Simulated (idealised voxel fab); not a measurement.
A process module follows: voxel self aligned contacts.
The width of the displayed cross-section, cut, is 230 nm; its cells are square, with a size of 5 nm.
Think of the cross-section as a grid of square cells. We describe it in bands, top to bottom, and each band covers one or more rows of those cells. Band entry format. Leading values: height of top, height of bottom, nm. Remainder: materials in left-to-right order, each with its width in nm. Special words: "throughout" on a single material, which then fills the band edge to edge; "empty", empty space. The level at which height equals 0 is the one under which the wafer, as it arrives, is entirely one material. No lower edge exists for the bottom band, which continues downward and is notated as in "0 and below". A two-number width, for instance "30..40", indicates that the width is equal to the first number in the top row of the band and to the second number in the bottom row, and that it changes by a constant amount per row of cells. The designation "identical to before", where it is given for a processing step, indicates that no cell of the cross-section was altered in the course of that step. "Voids, sealed" - sealed voids, min. 8 cells, no opening to top; format: width x height at distance (distance from left edge; nm throughout). Where a step's line continues beyond its settings, the continuation is a remark by the simulator itself on that step. The optional step-line setting "overlay nm" applies to steps with a mask and quantifies how far to the right of its planned location the mask lay, a negative value indicating leftward placement.
Steps planned for the process
- 1: RECEIVE [material Si]
- 2: OXIDIZE [depth nm 5]
- 3: DIRECTIONAL_DEP [material polySi] [thk nm 30]
- 4: DIRECTIONAL_DEP [material SiN] [thk nm 20]
- 5: MASKED_ETCH [tone cover] [mask id GATE] [width nm 25] [pitch nm 55] [etch materials SiN] [depth nm 20] [overlay nm -15]
- 6: MASKED_ETCH [tone cover] [mask id GATE] [width nm 25] [pitch nm 55] [etch materials polySi] [depth nm 30] [overlay nm 0]
- 7: CONFORMAL_DEP [material SiN] [thk nm 5]
- 8: DIRECTIONAL_ETCH [etch materials SiN] [depth nm 5]
- 9: FILL_DEP [material SiO2] [thk nm 15]
- 10: CMP [height nm 60]
- 11: PATTERN [tone open] [mask id CONTACT] [material resist] [width nm 40] [thk nm 15] [overlay nm 0]
- 12: DIRECTIONAL_ETCH [etch materials SiO2] [depth nm 65]
- 13: STRIP [etch materials resist]
- 14: CONFORMAL_DEP [material TiN] [thk nm 5]
- 15: FILL_DEP [material Ru] [thk nm 10]
- 16: CMP [height nm 60]
- 17: CONFORMAL_DEP [material SiCN] [thk nm 5]
Across this set of wafers, the varied parameter is the overlay nm of step 5. Starting conditions are identical for every wafer, and the plan reports the value assigned to the first wafer.
Cross-section of the first of several received wafers, showing its state after step 1
  0 and below: Si throughout
  Voids, sealed: none
Take any row and you have a wafer at the end of the module: how many cells of each material it has gained (+) or lost (-) since it was received, and then its closed voids
overlay nm -15 | +10 Ru | -46 Si | +46 SiCN | +80 SiN | +387 SiO2 | +25 TiN | +96 polySi | Voids, sealed: none
overlay nm -10 | +14 Ru | -46 Si | +46 SiCN | +80 SiN | +388 SiO2 | +32 TiN | +84 polySi | Voids, sealed: none
overlay nm -5 | +21 Ru | -46 Si | +46 SiCN | +80 SiN | +393 SiO2 | +32 TiN | +72 polySi | Voids, sealed: none
overlay nm 0 | +28 Ru | -46 Si | +46 SiCN | +80 SiN | +398 SiO2 | +32 TiN | +60 polySi | Voids, sealed: none
overlay nm 5 | +21 Ru | -46 Si | +46 SiCN | +80 SiN | +393 SiO2 | +32 TiN | +72 polySi | Voids, sealed: none
overlay nm 10 | +14 Ru | -46 Si | +46 SiCN | +80 SiN | +388 SiO2 | +32 TiN | +84 polySi | Voids, sealed: none
overlay nm 15 | +10 Ru | -46 Si | +46 SiCN | +80 SiN | +387 SiO2 | +25 TiN | +96 polySi | Voids, sealed: none
